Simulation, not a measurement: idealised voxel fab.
The following process module bears the name voxel fin reveal.
Cross-section cut: width 235 nm, square cells of 5 nm.
In what follows, cross-sections appear as grids of square cells, described through bands that run from the top down, where every band is one or more rows of cells. Band entry format. Leading values: height of top, height of bottom, nm. Remainder: materials in left-to-right order, each with its width in nm. Special words: "throughout" on a single material, which then fills the band edge to edge; "blank", empty space. Basically, 0 is our baseline, since under it the wafer straight out of the box is all one material. The bottom band has no lower end and keeps on going down, so it looks like "0 nm and below". A width given as "30 to 40" starts at the first number in the band's top row and ends at the second number in its bottom row, shifting by an equal amount at every step from row to row. The cross-section has no changed cell in any step marked "no alterations made". "Sealed cavities" contains a list of empty spaces, each no smaller than 8 cells and without an open way to the top, written in the form width x height at distance with the distance from the left edge and all three in nm. On a step's line, text after the settings is the simulator commenting on that step. The "overlay nm" setting may appear on a step's line; for a step that uses a mask, it gives how far to the right of its planned position the mask lay, and a negative value indicates the left.

Here's what the planned process steps look like
1: RECEIVE | material Si
2: CONFORMAL_DEP | material SiN | thk nm 5
3: PATTERN | tone cover | mask id FINS | material resist | width nm 15 | pitch nm 40 | thk nm 20 | overlay nm 0
4: DIRECTIONAL_ETCH | etch materials SiN | depth nm 5
5: DIRECTIONAL_ETCH | etch materials Si | depth nm 35
6: STRIP | etch materials resist
7: OXIDIZE | depth nm 5
8: FILL_DEP | material SiO2 | thk nm 5
9: CMP | height nm 5
10: SELECTIVE_ETCH | etch materials SiO2 | depth nm 15
11: STRIP | etch materials SiN
12: CONFORMAL_DEP | material SiO2 | thk nm 5

Step 1 complete: cross-section of the wafer as received
	0 nm and below = Si throughout
	Sealed cavities: none

Post-module cross-section: identical start and plan to those above, one misstep in execution
	5 nm to 0 nm = blank=45; SiO2=25; blank=15; SiO2=25; blank=15; SiO2=25; blank=15; SiO2=25; blank=45
	0 nm to -30 nm = blank=45; SiO2=10; Si=5; SiO2=10; blank=15; SiO2=10; Si=5; SiO2=10; blank=15; SiO2=10; Si=5; SiO2=10; blank=15; SiO2=10; Si=5; SiO2=10; blank=45
	-30 nm to -40 nm = SiO2=55; Si=5; SiO2=35; Si=5; SiO2=35; Si=5; SiO2=35; Si=5; SiO2=55
	-40 nm and below = Si throughout
	Sealed cavities: none
The plan and the run diverged here: step 8 went in with a setting other than planned; the actual run was FILL_DEP | material SiN | thk nm 5
